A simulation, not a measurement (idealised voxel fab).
The process module presented herein is designated voxel gate over fins.
The width of the displayed cross-section, cut, is 180 nm; its cells are square, with a size of 5 nm.
For the purposes of this document, a cross-section shall be understood as a grid of square cells, specified as bands listed in top-to-bottom order, each band consisting of one or more rows of cells.
Top, bottom (nm), then materials left to right with widths (nm); lone material tagged "full width" fills the whole band edge to edge; "air" = empty space.
Heads up on the height convention: 0 is the point under which the incoming wafer is all one material, and the lowest band has no bottom, it just keeps going down, like "0 -> down".
When a width is written as two numbers, as in "30->40", the first number is the width in the top row of cells of the band and the second is the width in its bottom row, and the width changes by the same amount from each row to the next.
Where a step carries "no change occurred", the cross-section came out of it unchanged, cell for cell.
Heads up: "Tabulated closed voids" only lists the empty pockets with no open path to the top that are 8 cells or more, and it writes them as width x height at distance, distance from the left edge, in nm.
If you see something after the settings on a step's line, that's the simulator's own remark about that step.
overlay nm, on a step with a mask: how far to the right of its planned place the mask lay; to the left if negative
If you're wondering how to read the rest of this, here's the deal. It's pairs of cross-sections: one from before a process step, one from after it. The after one is only drawn as far down as the lowest band that changed. Right under each pair you'll see which step sits between them and what its settings were. Don't read the pairs as one continuous story, though. They can come from different runs of this module on the same starting wafer, and a pair only carries on from the one above it where its entry headed "Incoming profile" says so.

## Incoming profile
* 0 -> down: Si full width
* Tabulated closed voids: none

## Cross-Section After Step
* 5 -> 0: SiN full width
* Note: structure below 0 unchanged.
* Tabulated closed voids: none
Between before and after as drawn above: CONFORMAL_DEP,material SiN,thk nm 5

Incoming profile: unchanged from the after cross-section in the pair immediately above; refer to that figure.

## Cross-Section After Step
* 20 -> 5: 45 of air; 15 of resist; 20 of air; 15 of resist; 20 of air; 15 of resist; 50 of air
* Note: structure below 5 unchanged.
* Tabulated closed voids: none
Between before and after as drawn above: PATTERN,tone cover,mask id FINS,material resist,width nm 15,pitch nm 35,thk nm 15,overlay nm 0

Incoming profile: unchanged from the after cross-section in the pair immediately above; refer to that figure.

## Cross-Section After Step
* 20 -> 5: 45 of air; 15 of resist; 20 of air; 15 of resist; 20 of air; 15 of resist; 50 of air
* 5 -> 0: 45 of air; 15 of SiN; 20 of air; 15 of SiN; 20 of air; 15 of SiN; 50 of air
* Note: structure below 0 unchanged.
* Tabulated closed voids: none
Between before and after as drawn above: DIRECTIONAL_ETCH,etch materials SiN,depth nm 5

Incoming profile: unchanged from the after cross-section in the pair immediately above; refer to that figure.

## Cross-Section After Step
* 20 -> 5: 45 of air; 15 of resist; 20 of air; 15 of resist; 20 of air; 15 of resist; 50 of air
* 5 -> 0: 45 of air; 15 of SiN; 20 of air; 15 of SiN; 20 of air; 15 of SiN; 50 of air
* 0 -> -35: 45 of air; 15 of Si; 20 of air; 15 of Si; 20 of air; 15 of Si; 50 of air
* Note: structure below -35 unchanged.
* Tabulated closed voids: none
Between before and after as drawn above: DIRECTIONAL_ETCH,etch materials Si,depth nm 35

Incoming profile: unchanged from the after cross-section in the pair immediately above; refer to that figure.

## Cross-Section After Step
* 5 -> 0: 45 of air; 15 of SiN; 20 of air; 15 of SiN; 20 of air; 15 of SiN; 50 of air
* Note: structure below 0 unchanged.
* Tabulated closed voids: none
Between before and after as drawn above: STRIP,etch materials resist

Incoming profile: unchanged from the after cross-section in the pair immediately above; refer to that figure.

## Cross-Section After Step
* 10 -> 5: SiO2 full width
* 5 -> 0: 45 of SiO2; 15 of SiN; 20 of SiO2; 15 of SiN; 20 of SiO2; 15 of SiN; 50 of SiO2
* 0 -> -35: 45 of SiO2; 15 of Si; 20 of SiO2; 15 of Si; 20 of SiO2; 15 of Si; 50 of SiO2
* Note: structure below -35 unchanged.
* Tabulated closed voids: none
Between before and after as drawn above: FILL_DEP,material SiO2,thk nm 5

Incoming profile: unchanged from the after cross-section in the pair immediately above; refer to that figure.

## Cross-Section After Step
* 5 -> 0: 45 of SiO2; 15 of SiN; 20 of SiO2; 15 of SiN; 20 of SiO2; 15 of SiN; 50 of SiO2
* Note: structure below 0 unchanged.
* Tabulated closed voids: none
Between before and after as drawn above: CMP,height nm 5

Incoming profile: unchanged from the after cross-section in the pair immediately above; refer to that figure.

## Cross-Section After Step
* 5 -> 0: 45 of air; 15 of SiN; 20 of air; 15 of SiN; 20 of air; 15 of SiN; 50 of air
* 0 -> -10: 45 of air; 15 of Si; 20 of air; 15 of Si; 20 of air; 15 of Si; 50 of air
* Note: structure below -10 unchanged.
* Tabulated closed voids: none
Between before and after as drawn above: SELECTIVE_ETCH,etch materials SiO2,depth nm 15

Incoming profile: unchanged from the after cross-section in the pair immediately above; refer to that figure.

## Cross-Section After Step
* 0 -> -10: 45 of air; 15 of Si; 20 of air; 15 of Si; 20 of air; 15 of Si; 50 of air
* Note: structure below -10 unchanged.
* Tabulated closed voids: none
Between before and after as drawn above: STRIP,etch materials SiN

Incoming profile: unchanged from the after cross-section in the pair immediately above; refer to that figure.

## Cross-Section After Step
* 5 -> 0: 40 of air; 25 of HfO2; 10 of air; 25 of HfO2; 10 of air; 25 of HfO2; 45 of air
* 0 -> -5: 40 of air; 5 of HfO2; 15 of Si; 5 of HfO2; 10 of air; 5 of HfO2; 15 of Si; 5 of HfO2; 10 of air; 5 of HfO2; 15 of Si; 5 of HfO2; 45 of air
* -5 -> -10: 45 of HfO2; 15 of Si; 20 of HfO2; 15 of Si; 20 of HfO2; 15 of Si; 50 of HfO2
* Note: structure below -10 unchanged.
* Tabulated closed voids: none
Between before and after as drawn above: CONFORMAL_DEP,material HfO2,thk nm 5

Incoming profile: unchanged from the after cross-section in the pair immediately above; refer to that figure.

## Cross-Section After Step
* 10 -> 5: 35 of air; 105 of TiN; 40 of air
* 5 -> 0: 35 of air; 5 of TiN; 25 of HfO2; 10 of TiN; 25 of HfO2; 10 of TiN; 25 of HfO2; 5 of TiN; 40 of air
* 0 -> -5: 40 of TiN; 5 of HfO2; 15 of Si; 5 of HfO2; 10 of TiN; 5 of HfO2; 15 of Si; 5 of HfO2; 10 of TiN; 5 of HfO2; 15 of Si; 5 of HfO2; 45 of TiN
* Note: structure below -5 unchanged.
* Tabulated closed voids: none
Between before and after as drawn above: CONFORMAL_DEP,material TiN,thk nm 5

Incoming profile: unchanged from the after cross-section in the pair immediately above; refer to that figure.

## Cross-Section After Step
* 20 -> 10: W full width
* 10 -> 5: 35 of W; 105 of TiN; 40 of W
* 5 -> 0: 35 of W; 5 of TiN; 25 of HfO2; 10 of TiN; 25 of HfO2; 10 of TiN; 25 of HfO2; 5 of TiN; 40 of W
* Note: structure below 0 unchanged.
* Tabulated closed voids: none
Between before and after as drawn above: FILL_DEP,material W,thk nm 10

Incoming profile: unchanged from the after cross-section in the pair immediately above; refer to that figure.

## Cross-Section After Step
* 15 -> 10: W full width
* Note: structure below 10 unchanged.
* Tabulated closed voids: none
Between before and after as drawn above: CMP,height nm 15

Incoming profile: unchanged from the after cross-section in the pair immediately above; refer to that figure.

## Cross-Section After Step
* 20 -> 15: SiN full width
* Note: structure below 15 unchanged.
* Tabulated closed voids: none
Between before and after as drawn above: CONFORMAL_DEP,material SiN,thk nm 5

## Incoming profile
* 0 -> -10: 45 of air; 15 of Si; 20 of air; 15 of Si; 20 of air; 15 of Si; 50 of air
* -10 -> -35: 45 of SiO2; 15 of Si; 20 of SiO2; 15 of Si; 20 of SiO2; 15 of Si; 50 of SiO2
* -35 -> down: Si full width
* Tabulated closed voids: none

## Cross-Section After Step
* 5 -> 0: 40 of air; 25 of TiN; 10 of air; 25 of TiN; 10 of air; 25 of TiN; 45 of air
* 0 -> -5: 40 of air; 5 of TiN; 15 of Si; 5 of TiN; 10 of air; 5 of TiN; 15 of Si; 5 of TiN; 10 of air; 5 of TiN; 15 of Si; 5 of TiN; 45 of air
* -5 -> -10: 45 of TiN; 15 of Si; 20 of TiN; 15 of Si; 20 of TiN; 15 of Si; 50 of TiN
* Note: structure below -10 unchanged.
* Tabulated closed voids: none
Between before and after as drawn above: CONFORMAL_DEP,material TiN,thk nm 5

Incoming profile: unchanged from the after cross-section in the pair immediately above; refer to that figure.

## Cross-Section After Step
* 15 -> 5: W full width
* 5 -> 0: 40 of W; 25 of TiN; 10 of W; 25 of TiN; 10 of W; 25 of TiN; 45 of W
* 0 -> -5: 40 of W; 5 of TiN; 15 of Si; 5 of TiN; 10 of W; 5 of TiN; 15 of Si; 5 of TiN; 10 of W; 5 of TiN; 15 of Si; 5 of TiN; 45 of W
* Note: structure below -5 unchanged.
* Tabulated closed voids: none
Between before and after as drawn above: FILL_DEP,material W,thk nm 10

Incoming profile: unchanged from the after cross-section in the pair immediately above; refer to that figure.

## Cross-Section After Step
* 20 -> 15: SiN full width
* Note: structure below 15 unchanged.
* Tabulated closed voids: none
Between before and after as drawn above: CONFORMAL_DEP,material SiN,thk nm 5

## Incoming profile
* 20 -> 5: 45 of air; 15 of resist; 20 of air; 15 of resist; 20 of air; 15 of resist; 50 of air
* 5 -> 0: 45 of air; 15 of SiN; 20 of air; 15 of SiN; 20 of air; 15 of SiN; 50 of air
* 0 -> -35: 45 of air; 15 of Si; 20 of air; 15 of Si; 20 of air; 15 of Si; 50 of air
* -35 -> down: Si full width
* Tabulated closed voids: none

## Cross-Section After Step
* 20 -> 5: 45 of air; 15 of resist; 20 of air; 15 of resist; 20 of air; 15 of resist; 50 of air
* 5 -> 0: 45 of air; 15 of SiN; 20 of air; 15 of SiN; 20 of air; 15 of SiN; 50 of air
* 0 -> -70: 45 of air; 15 of Si; 20 of air; 15 of Si; 20 of air; 15 of Si; 50 of air
* Note: structure below -70 unchanged.
* Tabulated closed voids: none
Between before and after as drawn above: DIRECTIONAL_ETCH,etch materials Si,depth nm 35

Incoming profile: unchanged from the after cross-section in the pair immediately above; refer to that figure.

## Cross-Section After Step
* 5 -> 0: 45 of air; 15 of SiN; 20 of air; 15 of SiN; 20 of air; 15 of SiN; 50 of air
* Note: structure below 0 unchanged.
* Tabulated closed voids: none
Between before and after as drawn above: STRIP,etch materials resist

Incoming profile: unchanged from the after cross-section in the pair immediately above; refer to that figure.

## Cross-Section After Step
* 10 -> 5: SiO2 full width
* 5 -> 0: 45 of SiO2; 15 of SiN; 20 of SiO2; 15 of SiN; 20 of SiO2; 15 of SiN; 50 of SiO2
* 0 -> -70: 45 of SiO2; 15 of Si; 20 of SiO2; 15 of Si; 20 of SiO2; 15 of Si; 50 of SiO2
* Note: structure below -70 unchanged.
* Tabulated closed voids: none
Between before and after as drawn above: FILL_DEP,material SiO2,thk nm 5

Incoming profile: unchanged from the after cross-section in the pair immediately above; refer to that figure.

## Cross-Section After Step
* 5 -> 0: 45 of SiO2; 15 of SiN; 20 of SiO2; 15 of SiN; 20 of SiO2; 15 of SiN; 50 of SiO2
* Note: structure below 0 unchanged.
* Tabulated closed voids: none
Between before and after as drawn above: CMP,height nm 5

Incoming profile: unchanged from the after cross-section in the pair immediately above; refer to that figure.

## Cross-Section After Step
* 5 -> 0: 45 of air; 15 of SiN; 20 of air; 15 of SiN; 20 of air; 15 of SiN; 50 of air
* 0 -> -10: 45 of air; 15 of Si; 20 of air; 15 of Si; 20 of air; 15 of Si; 50 of air
* Note: structure below -10 unchanged.
* Tabulated closed voids: none
Between before and after as drawn above: SELECTIVE_ETCH,etch materials SiO2,depth nm 15

Incoming profile: unchanged from the after cross-section in the pair immediately above; refer to that figure.

## Cross-Section After Step
* 0 -> -10: 45 of air; 15 of Si; 20 of air; 15 of Si; 20 of air; 15 of Si; 50 of air
* Note: structure below -10 unchanged.
* Tabulated closed voids: none
Between before and after as drawn above: STRIP,etch materials SiN

Incoming profile: unchanged from the after cross-section in the pair immediately above; refer to that figure.

## Cross-Section After Step
* 5 -> 0: 40 of air; 25 of HfO2; 10 of air; 25 of HfO2; 10 of air; 25 of HfO2; 45 of air
* 0 -> -5: 40 of air; 5 of HfO2; 15 of Si; 5 of HfO2; 10 of air; 5 of HfO2; 15 of Si; 5 of HfO2; 10 of air; 5 of HfO2; 15 of Si; 5 of HfO2; 45 of air
* -5 -> -10: 45 of HfO2; 15 of Si; 20 of HfO2; 15 of Si; 20 of HfO2; 15 of Si; 50 of HfO2
* Note: structure below -10 unchanged.
* Tabulated closed voids: none
Between before and after as drawn above: CONFORMAL_DEP,material HfO2,thk nm 5

Incoming profile: unchanged from the after cross-section in the pair immediately above; refer to that figure.

## Cross-Section After Step
* 10 -> 5: 35 of air; 105 of TiN; 40 of air
* 5 -> 0: 35 of air; 5 of TiN; 25 of HfO2; 10 of TiN; 25 of HfO2; 10 of TiN; 25 of HfO2; 5 of TiN; 40 of air
* 0 -> -5: 40 of TiN; 5 of HfO2; 15 of Si; 5 of HfO2; 10 of TiN; 5 of HfO2; 15 of Si; 5 of HfO2; 10 of TiN; 5 of HfO2; 15 of Si; 5 of HfO2; 45 of TiN
* Note: structure below -5 unchanged.
* Tabulated closed voids: none
Between before and after as drawn above: CONFORMAL_DEP,material TiN,thk nm 5

Incoming profile: unchanged from the after cross-section in the pair immediately above; refer to that figure.

## Cross-Section After Step
* 20 -> 10: W full width
* 10 -> 5: 35 of W; 105 of TiN; 40 of W
* 5 -> 0: 35 of W; 5 of TiN; 25 of HfO2; 10 of TiN; 25 of HfO2; 10 of TiN; 25 of HfO2; 5 of TiN; 40 of W
* Note: structure below 0 unchanged.
* Tabulated closed voids: none
Between before and after as drawn above: FILL_DEP,material W,thk nm 10

Incoming profile: unchanged from the after cross-section in the pair immediately above; refer to that figure.

## Cross-Section After Step
* 15 -> 10: W full width
* Note: structure below 10 unchanged.
* Tabulated closed voids: none
Between before and after as drawn above: CMP,height nm 15

Incoming profile: unchanged from the after cross-section in the pair immediately above; refer to that figure.

## Cross-Section After Step
* 20 -> 15: SiN full width
* Note: structure below 15 unchanged.
* Tabulated closed voids: none
Between before and after as drawn above: CONFORMAL_DEP,material SiN,thk nm 5

## Incoming profile
* 5 -> 0: 40 of air; 25 of TiN; 10 of air; 25 of TiN; 10 of air; 25 of TiN; 45 of air
* 0 -> -5: 40 of air; 5 of TiN; 15 of Si; 5 of TiN; 10 of air; 5 of TiN; 15 of Si; 5 of TiN; 10 of air; 5 of TiN; 15 of Si; 5 of TiN; 45 of air
* -5 -> -10: 45 of TiN; 15 of Si; 20 of TiN; 15 of Si; 20 of TiN; 15 of Si; 50 of TiN
* -10 -> -35: 45 of SiO2; 15 of Si; 20 of SiO2; 15 of Si; 20 of SiO2; 15 of Si; 50 of SiO2
* -35 -> down: Si full width
* Tabulated closed voids: none

## Cross-Section After Step
* 10 -> 5: 35 of air; 105 of HfO2; 40 of air
* 5 -> 0: 35 of air; 5 of HfO2; 25 of TiN; 10 of HfO2; 25 of TiN; 10 of HfO2; 25 of TiN; 5 of HfO2; 40 of air
* 0 -> -5: 40 of HfO2; 5 of TiN; 15 of Si; 5 of TiN; 10 of HfO2; 5 of TiN; 15 of Si; 5 of TiN; 10 of HfO2; 5 of TiN; 15 of Si; 5 of TiN; 45 of HfO2
* Note: structure below -5 unchanged.
* Tabulated closed voids: none
Between before and after as drawn above: CONFORMAL_DEP,material HfO2,thk nm 5

Incoming profile: unchanged from the after cross-section in the pair immediately above; refer to that figure.

## Cross-Section After Step
* 20 -> 10: W full width
* 10 -> 5: 35 of W; 105 of HfO2; 40 of W
* 5 -> 0: 35 of W; 5 of HfO2; 25 of TiN; 10 of HfO2; 25 of TiN; 10 of HfO2; 25 of TiN; 5 of HfO2; 40 of W
* Note: structure below 0 unchanged.
* Tabulated closed voids: none
Between before and after as drawn above: FILL_DEP,material W,thk nm 10

Incoming profile: unchanged from the after cross-section in the pair immediately above; refer to that figure.

## Cross-Section After Step
* 15 -> 10: W full width
* Note: structure below 10 unchanged.
* Tabulated closed voids: none
Between before and after as drawn above: CMP,height nm 15

Incoming profile: unchanged from the after cross-section in the pair immediately above; refer to that figure.

## Cross-Section After Step
* 20 -> 15: SiN full width
* Note: structure below 15 unchanged.
* Tabulated closed voids: none
Between before and after as drawn above: CONFORMAL_DEP,material SiN,thk nm 5

## Incoming profile
* 5 -> 0: 45 of SiO2; 15 of SiN; 20 of SiO2; 15 of SiN; 20 of SiO2; 15 of SiN; 50 of SiO2
* 0 -> -35: 45 of SiO2; 15 of Si; 20 of SiO2; 15 of Si; 20 of SiO2; 15 of Si; 50 of SiO2
* -35 -> down: Si full width
* Tabulated closed voids: none

## Cross-Section After Step
* 5 -> 0: 45 of air; 15 of SiN; 20 of air; 15 of SiN; 20 of air; 15 of SiN; 50 of air
* 0 -> -20: 45 of air; 15 of Si; 20 of air; 15 of Si; 20 of air; 15 of Si; 50 of air
* Note: structure below -20 unchanged.
* Tabulated closed voids: none
Between before and after as drawn above: SELECTIVE_ETCH,etch materials SiO2,depth nm 25

Incoming profile: unchanged from the after cross-section in the pair immediately above; refer to that figure.

## Cross-Section After Step
* 0 -> -20: 45 of air; 15 of Si; 20 of air; 15 of Si; 20 of air; 15 of Si; 50 of air
* Note: structure below -20 unchanged.
* Tabulated closed voids: none
Between before and after as drawn above: STRIP,etch materials SiN

Incoming profile: unchanged from the after cross-section in the pair immediately above; refer to that figure.

## Cross-Section After Step
* 5 -> 0: 40 of air; 25 of HfO2; 10 of air; 25 of HfO2; 10 of air; 25 of HfO2; 45 of air
* 0 -> -15: 40 of air; 5 of HfO2; 15 of Si; 5 of HfO2; 10 of air; 5 of HfO2; 15 of Si; 5 of HfO2; 10 of air; 5 of HfO2; 15 of Si; 5 of HfO2; 45 of air
* -15 -> -20: 45 of HfO2; 15 of Si; 20 of HfO2; 15 of Si; 20 of HfO2; 15 of Si; 50 of HfO2
* Note: structure below -20 unchanged.
* Tabulated closed voids: none
Between before and after as drawn above: CONFORMAL_DEP,material HfO2,thk nm 5

Incoming profile: unchanged from the after cross-section in the pair immediately above; refer to that figure.

## Cross-Section After Step
* 10 -> 5: 35 of air; 105 of TiN; 40 of air
* 5 -> 0: 35 of air; 5 of TiN; 25 of HfO2; 10 of TiN; 25 of HfO2; 10 of TiN; 25 of HfO2; 5 of TiN; 40 of air
* 0 -> -10: 35 of air; 5 of TiN; 5 of HfO2; 15 of Si; 5 of HfO2; 10 of TiN; 5 of HfO2; 15 of Si; 5 of HfO2; 10 of TiN; 5 of HfO2; 15 of Si; 5 of HfO2; 5 of TiN; 40 of air
* -10 -> -15: 40 of TiN; 5 of HfO2; 15 of Si; 5 of HfO2; 10 of TiN; 5 of HfO2; 15 of Si; 5 of HfO2; 10 of TiN; 5 of HfO2; 15 of Si; 5 of HfO2; 45 of TiN
* Note: structure below -15 unchanged.
* Tabulated closed voids: none
Between before and after as drawn above: CONFORMAL_DEP,material TiN,thk nm 5

Incoming profile: unchanged from the after cross-section in the pair immediately above; refer to that figure.

## Cross-Section After Step
* 20 -> 10: W full width
* 10 -> 5: 35 of W; 105 of TiN; 40 of W
* 5 -> 0: 35 of W; 5 of TiN; 25 of HfO2; 10 of TiN; 25 of HfO2; 10 of TiN; 25 of HfO2; 5 of TiN; 40 of W
* 0 -> -10: 35 of W; 5 of TiN; 5 of HfO2; 15 of Si; 5 of HfO2; 10 of TiN; 5 of HfO2; 15 of Si; 5 of HfO2; 10 of TiN; 5 of HfO2; 15 of Si; 5 of HfO2; 5 of TiN; 40 of W
* Note: structure below -10 unchanged.
* Tabulated closed voids: none
Between before and after as drawn above: FILL_DEP,material W,thk nm 10

Incoming profile: unchanged from the after cross-section in the pair immediately above; refer to that figure.

## Cross-Section After Step
* 15 -> 10: W full width
* Note: structure below 10 unchanged.
* Tabulated closed voids: none
Between before and after as drawn above: CMP,height nm 15

Incoming profile: unchanged from the after cross-section in the pair immediately above; refer to that figure.

## Cross-Section After Step
* 20 -> 15: SiN full width
* Note: structure below 15 unchanged.
* Tabulated closed voids: none
Between before and after as drawn above: CONFORMAL_DEP,material SiN,thk nm 5

## Incoming profile
* 5 -> 0: SiN full width
* 0 -> down: Si full width
* Tabulated closed voids: none

## Cross-Section After Step
* 20 -> 5: 45 of air; 20 of resist; 15 of air; 20 of resist; 15 of air; 20 of resist; 45 of air
* Note: structure below 5 unchanged.
* Tabulated closed voids: none
Between before and after as drawn above: PATTERN,tone cover,mask id FINS,material resist,width nm 20,pitch nm 35,thk nm 15,overlay nm 0

Incoming profile: unchanged from the after cross-section in the pair immediately above; refer to that figure.

## Cross-Section After Step
* 20 -> 5: 45 of air; 20 of resist; 15 of air; 20 of resist; 15 of air; 20 of resist; 45 of air
* 5 -> 0: 45 of air; 20 of SiN; 15 of air; 20 of SiN; 15 of air; 20 of SiN; 45 of air
* Note: structure below 0 unchanged.
* Tabulated closed voids: none
Between before and after as drawn above: DIRECTIONAL_ETCH,etch materials SiN,depth nm 5

Incoming profile: unchanged from the after cross-section in the pair immediately above; refer to that figure.

## Cross-Section After Step
* 20 -> 5: 45 of air; 20 of resist; 15 of air; 20 of resist; 15 of air; 20 of resist; 45 of air
* 5 -> 0: 45 of air; 20 of SiN; 15 of air; 20 of SiN; 15 of air; 20 of SiN; 45 of air
* 0 -> -35: 45 of air; 20 of Si; 15 of air; 20 of Si; 15 of air; 20 of Si; 45 of air
* Note: structure below -35 unchanged.
* Tabulated closed voids: none
Between before and after as drawn above: DIRECTIONAL_ETCH,etch materials Si,depth nm 35

Incoming profile: unchanged from the after cross-section in the pair immediately above; refer to that figure.

## Cross-Section After Step
* 5 -> 0: 45 of air; 20 of SiN; 15 of air; 20 of SiN; 15 of air; 20 of SiN; 45 of air
* Note: structure below 0 unchanged.
* Tabulated closed voids: none
Between before and after as drawn above: STRIP,etch materials resist

Incoming profile: unchanged from the after cross-section in the pair immediately above; refer to that figure.

## Cross-Section After Step
* 10 -> 5: SiO2 full width
* 5 -> 0: 45 of SiO2; 20 of SiN; 15 of SiO2; 20 of SiN; 15 of SiO2; 20 of SiN; 45 of SiO2
* 0 -> -35: 45 of SiO2; 20 of Si; 15 of SiO2; 20 of Si; 15 of SiO2; 20 of Si; 45 of SiO2
* Note: structure below -35 unchanged.
* Tabulated closed voids: none
Between before and after as drawn above: FILL_DEP,material SiO2,thk nm 5

Incoming profile: unchanged from the after cross-section in the pair immediately above; refer to that figure.

## Cross-Section After Step
* 5 -> 0: 45 of SiO2; 20 of SiN; 15 of SiO2; 20 of SiN; 15 of SiO2; 20 of SiN; 45 of SiO2
* Note: structure below 0 unchanged.
* Tabulated closed voids: none
Between before and after as drawn above: CMP,height nm 5

Incoming profile: unchanged from the after cross-section in the pair immediately above; refer to that figure.

## Cross-Section After Step
* 5 -> 0: 45 of air; 20 of SiN; 15 of air; 20 of SiN; 15 of air; 20 of SiN; 45 of air
* 0 -> -10: 45 of air; 20 of Si; 15 of air; 20 of Si; 15 of air; 20 of Si; 45 of air
* Note: structure below -10 unchanged.
* Tabulated closed voids: none
Between before and after as drawn above: SELECTIVE_ETCH,etch materials SiO2,depth nm 15

Incoming profile: unchanged from the after cross-section in the pair immediately above; refer to that figure.

## Cross-Section After Step
* 0 -> -10: 45 of air; 20 of Si; 15 of air; 20 of Si; 15 of air; 20 of Si; 45 of air
* Note: structure below -10 unchanged.
* Tabulated closed voids: none
Between before and after as drawn above: STRIP,etch materials SiN

Incoming profile: unchanged from the after cross-section in the pair immediately above; refer to that figure.

## Cross-Section After Step
* 5 -> 0: 40 of air; 30 of HfO2; 5 of air; 30 of HfO2; 5 of air; 30 of HfO2; 40 of air
* 0 -> -5: 40 of air; 5 of HfO2; 20 of Si; 5 of HfO2; 5 of air; 5 of HfO2; 20 of Si; 5 of HfO2; 5 of air; 5 of HfO2; 20 of Si; 5 of HfO2; 40 of air
* -5 -> -10: 45 of HfO2; 20 of Si; 15 of HfO2; 20 of Si; 15 of HfO2; 20 of Si; 45 of HfO2
* Note: structure below -10 unchanged.
* Tabulated closed voids: none
Between before and after as drawn above: CONFORMAL_DEP,material HfO2,thk nm 5

Incoming profile: unchanged from the after cross-section in the pair immediately above; refer to that figure.

## Cross-Section After Step
* 10 -> 5: 35 of air; 110 of TiN; 35 of air
* 5 -> 0: 35 of air; 5 of TiN; 30 of HfO2; 5 of TiN; 30 of HfO2; 5 of TiN; 30 of HfO2; 5 of TiN; 35 of air
* 0 -> -5: 40 of TiN; 5 of HfO2; 20 of Si; 5 of HfO2; 5 of TiN; 5 of HfO2; 20 of Si; 5 of HfO2; 5 of TiN; 5 of HfO2; 20 of Si; 5 of HfO2; 40 of TiN
* Note: structure below -5 unchanged.
* Tabulated closed voids: none
Between before and after as drawn above: CONFORMAL_DEP,material TiN,thk nm 5

Incoming profile: unchanged from the after cross-section in the pair immediately above; refer to that figure.

## Cross-Section After Step
* 20 -> 10: W full width
* 10 -> 5: 35 of W; 110 of TiN; 35 of W
* 5 -> 0: 35 of W; 5 of TiN; 30 of HfO2; 5 of TiN; 30 of HfO2; 5 of TiN; 30 of HfO2; 5 of TiN; 35 of W
* Note: structure below 0 unchanged.
* Tabulated closed voids: none
Between before and after as drawn above: FILL_DEP,material W,thk nm 10

Incoming profile: unchanged from the after cross-section in the pair immediately above; refer to that figure.

## Cross-Section After Step
* 15 -> 10: W full width
* Note: structure below 10 unchanged.
* Tabulated closed voids: none
Between before and after as drawn above: CMP,height nm 15

Incoming profile: unchanged from the after cross-section in the pair immediately above; refer to that figure.

## Cross-Section After Step
* 20 -> 15: SiN full width
* Note: structure below 15 unchanged.
* Tabulated closed voids: none
Between before and after as drawn above: CONFORMAL_DEP,material SiN,thk nm 5

## Incoming profile
* 5 -> 0: SiN full width
* 0 -> down: Si full width
* Tabulated closed voids: none

## Cross-Section After Step
* 20 -> 5: 50 of air; 15 of resist; 20 of air; 15 of resist; 20 of air; 15 of resist; 45 of air
* Note: structure below 5 unchanged.
* Tabulated closed voids: none
Between before and after as drawn above: PATTERN,tone cover,mask id FINS,material resist,width nm 15,pitch nm 35,thk nm 15,overlay nm 5

Incoming profile: unchanged from the after cross-section in the pair immediately above; refer to that figure.

## Cross-Section After Step
* 20 -> 5: 50 of air; 15 of resist; 20 of air; 15 of resist; 20 of air; 15 of resist; 45 of air
* 5 -> 0: 50 of air; 15 of SiN; 20 of air; 15 of SiN; 20 of air; 15 of SiN; 45 of air
* Note: structure below 0 unchanged.
* Tabulated closed voids: none
Between before and after as drawn above: DIRECTIONAL_ETCH,etch materials SiN,depth nm 5

Incoming profile: unchanged from the after cross-section in the pair immediately above; refer to that figure.

## Cross-Section After Step
* 20 -> 5: 50 of air; 15 of resist; 20 of air; 15 of resist; 20 of air; 15 of resist; 45 of air
* 5 -> 0: 50 of air; 15 of SiN; 20 of air; 15 of SiN; 20 of air; 15 of SiN; 45 of air
* 0 -> -35: 50 of air; 15 of Si; 20 of air; 15 of Si; 20 of air; 15 of Si; 45 of air
* Note: structure below -35 unchanged.
* Tabulated closed voids: none
Between before and after as drawn above: DIRECTIONAL_ETCH,etch materials Si,depth nm 35

Incoming profile: unchanged from the after cross-section in the pair immediately above; refer to that figure.

## Cross-Section After Step
* 5 -> 0: 50 of air; 15 of SiN; 20 of air; 15 of SiN; 20 of air; 15 of SiN; 45 of air
* Note: structure below 0 unchanged.
* Tabulated closed voids: none
Between before and after as drawn above: STRIP,etch materials resist

Incoming profile: unchanged from the after cross-section in the pair immediately above; refer to that figure.

## Cross-Section After Step
* 10 -> 5: SiO2 full width
* 5 -> 0: 50 of SiO2; 15 of SiN; 20 of SiO2; 15 of SiN; 20 of SiO2; 15 of SiN; 45 of SiO2
* 0 -> -35: 50 of SiO2; 15 of Si; 20 of SiO2; 15 of Si; 20 of SiO2; 15 of Si; 45 of SiO2
* Note: structure below -35 unchanged.
* Tabulated closed voids: none
Between before and after as drawn above: FILL_DEP,material SiO2,thk nm 5

Incoming profile: unchanged from the after cross-section in the pair immediately above; refer to that figure.

## Cross-Section After Step
* 5 -> 0: 50 of SiO2; 15 of SiN; 20 of SiO2; 15 of SiN; 20 of SiO2; 15 of SiN; 45 of SiO2
* Note: structure below 0 unchanged.
* Tabulated closed voids: none
Between before and after as drawn above: CMP,height nm 5

Incoming profile: unchanged from the after cross-section in the pair immediately above; refer to that figure.

## Cross-Section After Step
* 5 -> 0: 50 of air; 15 of SiN; 20 of air; 15 of SiN; 20 of air; 15 of SiN; 45 of air
* 0 -> -10: 50 of air; 15 of Si; 20 of air; 15 of Si; 20 of air; 15 of Si; 45 of air
* Note: structure below -10 unchanged.
* Tabulated closed voids: none
Between before and after as drawn above: SELECTIVE_ETCH,etch materials SiO2,depth nm 15

Incoming profile: unchanged from the after cross-section in the pair immediately above; refer to that figure.

## Cross-Section After Step
* 0 -> -10: 50 of air; 15 of Si; 20 of air; 15 of Si; 20 of air; 15 of Si; 45 of air
* Note: structure below -10 unchanged.
* Tabulated closed voids: none
Between before and after as drawn above: STRIP,etch materials SiN

Incoming profile: unchanged from the after cross-section in the pair immediately above; refer to that figure.

## Cross-Section After Step
* 5 -> 0: 45 of air; 25 of HfO2; 10 of air; 25 of HfO2; 10 of air; 25 of HfO2; 40 of air
* 0 -> -5: 45 of air; 5 of HfO2; 15 of Si; 5 of HfO2; 10 of air; 5 of HfO2; 15 of Si; 5 of HfO2; 10 of air; 5 of HfO2; 15 of Si; 5 of HfO2; 40 of air
* -5 -> -10: 50 of HfO2; 15 of Si; 20 of HfO2; 15 of Si; 20 of HfO2; 15 of Si; 45 of HfO2
* Note: structure below -10 unchanged.
* Tabulated closed voids: none
Between before and after as drawn above: CONFORMAL_DEP,material HfO2,thk nm 5

Incoming profile: unchanged from the after cross-section in the pair immediately above; refer to that figure.

## Cross-Section After Step
* 10 -> 5: 40 of air; 105 of TiN; 35 of air
* 5 -> 0: 40 of air; 5 of TiN; 25 of HfO2; 10 of TiN; 25 of HfO2; 10 of TiN; 25 of HfO2; 5 of TiN; 35 of air
* 0 -> -5: 45 of TiN; 5 of HfO2; 15 of Si; 5 of HfO2; 10 of TiN; 5 of HfO2; 15 of Si; 5 of HfO2; 10 of TiN; 5 of HfO2; 15 of Si; 5 of HfO2; 40 of TiN
* Note: structure below -5 unchanged.
* Tabulated closed voids: none
Between before and after as drawn above: CONFORMAL_DEP,material TiN,thk nm 5
